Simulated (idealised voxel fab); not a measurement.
process module | voxel self aligned contacts
cross-section cut | 230 nm wide | cells 5 nm
A cross-section is a grid of square cells, given in bands from the top down. A band is one or more rows of cells.
Each band's line starts with the height of the band's top and of its bottom, in nm. Then come its materials from left to right, each with its width in nm. One material with "throughout" fills the band from edge to edge. "air" is empty space.
Height 0 is the level under which the wafer as received is all one material. The lowest band goes on downwards, as in "0 down".
A width such as "30 to 40" changes by the same amount from each row of cells to the next, from the band's top row to its bottom row.
"no change" after a step means that no cell of the cross-section changed.
closed voids: empty space of 8 cells or more with no open way to the top, each as width x height at its distance from the left edge, in nm
after a step's settings: what the simulator itself notes on the step
overlay nm, on a step with a mask: how far to the right of its planned place the mask lay; to the left if negative
plan
1 op RECEIVE | material Si
2 op OXIDIZE | depth nm 5
3 op DIRECTIONAL_DEP | material polySi | thk nm 30
4 op DIRECTIONAL_DEP | material SiN | thk nm 25
5 op MASKED_ETCH | tone cover | mask id GATE | width nm 35 | pitch nm 80 | etch materials SiN | depth nm 25 | overlay nm 0
6 op MASKED_ETCH | tone cover | mask id GATE | width nm 35 | pitch nm 80 | etch materials polySi | depth nm 30 | overlay nm 0
7 op CONFORMAL_DEP | material SiN | thk nm 10
8 op DIRECTIONAL_ETCH | etch materials SiN | depth nm 10
9 op FILL_DEP | material SiO2 | thk nm 15
10 op CMP | height nm 65
11 op PATTERN | tone open | mask id CONTACT | material resist | width nm 65 | pitch nm 80 | thk nm 15 | overlay nm 0
12 op DIRECTIONAL_ETCH | etch materials SiO2 | depth nm 70
13 op STRIP | etch materials resist
14 op CONFORMAL_DEP | material TiN | thk nm 5
15 op FILL_DEP | material Ru | thk nm 5
16 op CMP | height nm 65
17 op CONFORMAL_DEP | material SiCN | thk nm 5
first wafer, as planned
as received, after step 1
  0 down: Si throughout
  closed voids: none
after step 2
  0 to -5: SiO2 throughout
  below -5: unchanged
after step 3
  30 to 0: polySi throughout
  below 0: unchanged
after step 4
  55 to 30: SiN throughout
  below 30: unchanged
after step 5
  55 to 30: air 15 | SiN 35 | air 45 | SiN 35 | air 45 | SiN 35 | air 20
  below 30: unchanged
after step 6
  55 to 30: air 15 | SiN 35 | air 45 | SiN 35 | air 45 | SiN 35 | air 20
  30 to 0: air 15 | polySi 35 | air 45 | polySi 35 | air 45 | polySi 35 | air 20
  below 0: unchanged
after step 7
  65 to 30: air 5 | SiN 55 | air 25 | SiN 55 | air 25 | SiN 55 | air 10
  30 to 10: air 5 | SiN 10 | polySi 35 | SiN 10 | air 25 | SiN 10 | polySi 35 | SiN 10 | air 25 | SiN 10 | polySi 35 | SiN 10 | air 10
  10 to 0: SiN 15 | polySi 35 | SiN 45 | polySi 35 | SiN 45 | polySi 35 | SiN 20
  below 0: unchanged
after step 8
  55 to 30: air 5 | SiN 55 | air 25 | SiN 55 | air 25 | SiN 55 | air 10
  30 to 0: air 5 | SiN 10 | polySi 35 | SiN 10 | air 25 | SiN 10 | polySi 35 | SiN 10 | air 25 | SiN 10 | polySi 35 | SiN 10 | air 10
  below 0: unchanged
after step 9
  70 to 55: SiO2 throughout
  55 to 30: SiO2 5 | SiN 55 | SiO2 25 | SiN 55 | SiO2 25 | SiN 55 | SiO2 10
  30 to 0: SiO2 5 | SiN 10 | polySi 35 | SiN 10 | SiO2 25 | SiN 10 | polySi 35 | SiN 10 | SiO2 25 | SiN 10 | polySi 35 | SiN 10 | SiO2 10
  below 0: unchanged
after step 10
  65 to 55: SiO2 throughout
  below 55: unchanged
after step 11
  80 to 65: resist 40 | air 65 | resist 15 | air 65 | resist 45
  below 65: unchanged
after step 12
  80 to 65: resist 40 | air 65 | resist 15 | air 65 | resist 45
  65 to 55: SiO2 40 | air 65 | SiO2 15 | air 65 | SiO2 45
  55 to 30: SiO2 5 | SiN 55 | air 25 | SiN 55 | air 25 | SiN 55 | SiO2 10
  30 to 0: SiO2 5 | SiN 10 | polySi 35 | SiN 10 | air 25 | SiN 10 | polySi 35 | SiN 10 | air 25 | SiN 10 | polySi 35 | SiN 10 | SiO2 10
  0 to -5: SiO2 60 | air 25 | SiO2 55 | air 25 | SiO2 65
  below -5: unchanged
after step 13
  65 to 55: SiO2 40 | air 65 | SiO2 15 | air 65 | SiO2 45
  below 55: unchanged
after step 14
  70 to 65: TiN 45 | air 55 | TiN 25 | air 55 | TiN 50
  65 to 55: SiO2 40 | TiN 5 to 25 | air 55 to 15 | TiN 5 to 25 | SiO2 15 | TiN 5 to 25 | air 55 to 15 | TiN 5 to 25 | SiO2 45
  55 to 30: SiO2 5 | SiN 55 | TiN 5 | air 15 | TiN 5 | SiN 55 | TiN 5 | air 15 | TiN 5 | SiN 55 | SiO2 10
  30 to 0: SiO2 5 | SiN 10 | polySi 35 | SiN 10 | TiN 5 | air 15 | TiN 5 | SiN 10 | polySi 35 | SiN 10 | TiN 5 | air 15 | TiN 5 | SiN 10 | polySi 35 | SiN 10 | SiO2 10
  0 to -5: SiO2 60 | TiN 25 | SiO2 55 | TiN 25 | SiO2 65
  below -5: unchanged
after step 15
  75 to 70: Ru throughout
  70 to 65: TiN 45 | Ru 55 | TiN 25 | Ru 55 | TiN 50
  65 to 55: SiO2 40 | TiN 5 to 25 | Ru 55 to 15 | TiN 5 to 25 | SiO2 15 | TiN 5 to 25 | Ru 55 to 15 | TiN 5 to 25 | SiO2 45
  55 to 30: SiO2 5 | SiN 55 | TiN 5 | Ru 15 | TiN 5 | SiN 55 | TiN 5 | Ru 15 | TiN 5 | SiN 55 | SiO2 10
  30 to 0: SiO2 5 | SiN 10 | polySi 35 | SiN 10 | TiN 5 | Ru 15 | TiN 5 | SiN 10 | polySi 35 | SiN 10 | TiN 5 | Ru 15 | TiN 5 | SiN 10 | polySi 35 | SiN 10 | SiO2 10
  below 0: unchanged
after step 16
  65 to 55: SiO2 40 | TiN 5 to 25 | Ru 55 to 15 | TiN 5 to 25 | SiO2 15 | TiN 5 to 25 | Ru 55 to 15 | TiN 5 to 25 | SiO2 45
  below 55: unchanged
after step 17
  70 to 65: SiCN throughout
  below 65: unchanged
second wafer: like start, like plan, one mistake. Through step 1 it matches the first wafer
when step 2 should have ended: no change
when step 3 should have ended
  30 to 0: polySi throughout
  below 0: unchanged
when step 4 should have ended
  55 to 30: SiN throughout
  below 30: unchanged
when step 5 should have ended
  55 to 30: air 15 | SiN 35 | air 45 | SiN 35 | air 45 | SiN 35 | air 20
  below 30: unchanged
when step 6 should have ended
  55 to 30: air 15 | SiN 35 | air 45 | SiN 35 | air 45 | SiN 35 | air 20
  30 to 0: air 15 | polySi 35 | air 45 | polySi 35 | air 45 | polySi 35 | air 20
  below 0: unchanged
when step 7 should have ended
  65 to 30: air 5 | SiN 55 | air 25 | SiN 55 | air 25 | SiN 55 | air 10
  30 to 10: air 5 | SiN 10 | polySi 35 | SiN 10 | air 25 | SiN 10 | polySi 35 | SiN 10 | air 25 | SiN 10 | polySi 35 | SiN 10 | air 10
  10 to 0: SiN 15 | polySi 35 | SiN 45 | polySi 35 | SiN 45 | polySi 35 | SiN 20
  below 0: unchanged
when step 8 should have ended
  55 to 30: air 5 | SiN 55 | air 25 | SiN 55 | air 25 | SiN 55 | air 10
  30 to 0: air 5 | SiN 10 | polySi 35 | SiN 10 | air 25 | SiN 10 | polySi 35 | SiN 10 | air 25 | SiN 10 | polySi 35 | SiN 10 | air 10
  below 0: unchanged
when step 9 should have ended
  70 to 55: SiO2 throughout
  55 to 30: SiO2 5 | SiN 55 | SiO2 25 | SiN 55 | SiO2 25 | SiN 55 | SiO2 10
  30 to 0: SiO2 5 | SiN 10 | polySi 35 | SiN 10 | SiO2 25 | SiN 10 | polySi 35 | SiN 10 | SiO2 25 | SiN 10 | polySi 35 | SiN 10 | SiO2 10
  below 0: unchanged
when step 10 should have ended
  65 to 55: SiO2 throughout
  below 55: unchanged
when step 11 should have ended
  80 to 65: resist 40 | air 65 | resist 15 | air 65 | resist 45
  below 65: unchanged
when step 12 should have ended
  80 to 65: resist 40 | air 65 | resist 15 | air 65 | resist 45
  65 to 55: SiO2 40 | air 65 | SiO2 15 | air 65 | SiO2 45
  55 to 30: SiO2 5 | SiN 55 | air 25 | SiN 55 | air 25 | SiN 55 | SiO2 10
  30 to 0: SiO2 5 | SiN 10 | polySi 35 | SiN 10 | air 25 | SiN 10 | polySi 35 | SiN 10 | air 25 | SiN 10 | polySi 35 | SiN 10 | SiO2 10
  below 0: unchanged
when step 13 should have ended
  65 to 55: SiO2 40 | air 65 | SiO2 15 | air 65 | SiO2 45
  below 55: unchanged
when step 14 should have ended
  70 to 65: TiN 45 | air 55 | TiN 25 | air 55 | TiN 50
  65 to 55: SiO2 40 | TiN 5 to 25 | air 55 to 15 | TiN 5 to 25 | SiO2 15 | TiN 5 to 25 | air 55 to 15 | TiN 5 to 25 | SiO2 45
  55 to 30: SiO2 5 | SiN 55 | TiN 5 | air 15 | TiN 5 | SiN 55 | TiN 5 | air 15 | TiN 5 | SiN 55 | SiO2 10
  30 to 5: SiO2 5 | SiN 10 | polySi 35 | SiN 10 | TiN 5 | air 15 | TiN 5 | SiN 10 | polySi 35 | SiN 10 | TiN 5 | air 15 | TiN 5 | SiN 10 | polySi 35 | SiN 10 | SiO2 10
  5 to 0: SiO2 5 | SiN 10 | polySi 35 | SiN 10 | TiN 25 | SiN 10 | polySi 35 | SiN 10 | TiN 25 | SiN 10 | polySi 35 | SiN 10 | SiO2 10
  below 0: unchanged
when step 15 should have ended
  75 to 70: Ru throughout
  70 to 65: TiN 45 | Ru 55 | TiN 25 | Ru 55 | TiN 50
  65 to 55: SiO2 40 | TiN 5 to 25 | Ru 55 to 15 | TiN 5 to 25 | SiO2 15 | TiN 5 to 25 | Ru 55 to 15 | TiN 5 to 25 | SiO2 45
  55 to 30: SiO2 5 | SiN 55 | TiN 5 | Ru 15 | TiN 5 | SiN 55 | TiN 5 | Ru 15 | TiN 5 | SiN 55 | SiO2 10
  30 to 5: SiO2 5 | SiN 10 | polySi 35 | SiN 10 | TiN 5 | Ru 15 | TiN 5 | SiN 10 | polySi 35 | SiN 10 | TiN 5 | Ru 15 | TiN 5 | SiN 10 | polySi 35 | SiN 10 | SiO2 10
  below 5: unchanged
when step 16 should have ended
  65 to 55: SiO2 40 | TiN 5 to 25 | Ru 55 to 15 | TiN 5 to 25 | SiO2 15 | TiN 5 to 25 | Ru 55 to 15 | TiN 5 to 25 | SiO2 45
  below 55: unchanged
when step 17 should have ended
  70 to 65: SiCN throughout
  below 65: unchanged
what went wrong: step 2 was left out
at the end the second wafer has, in cells: 6 fewer of Ru | 46 more of Si | 36 fewer of SiO2 | 4 fewer of TiN
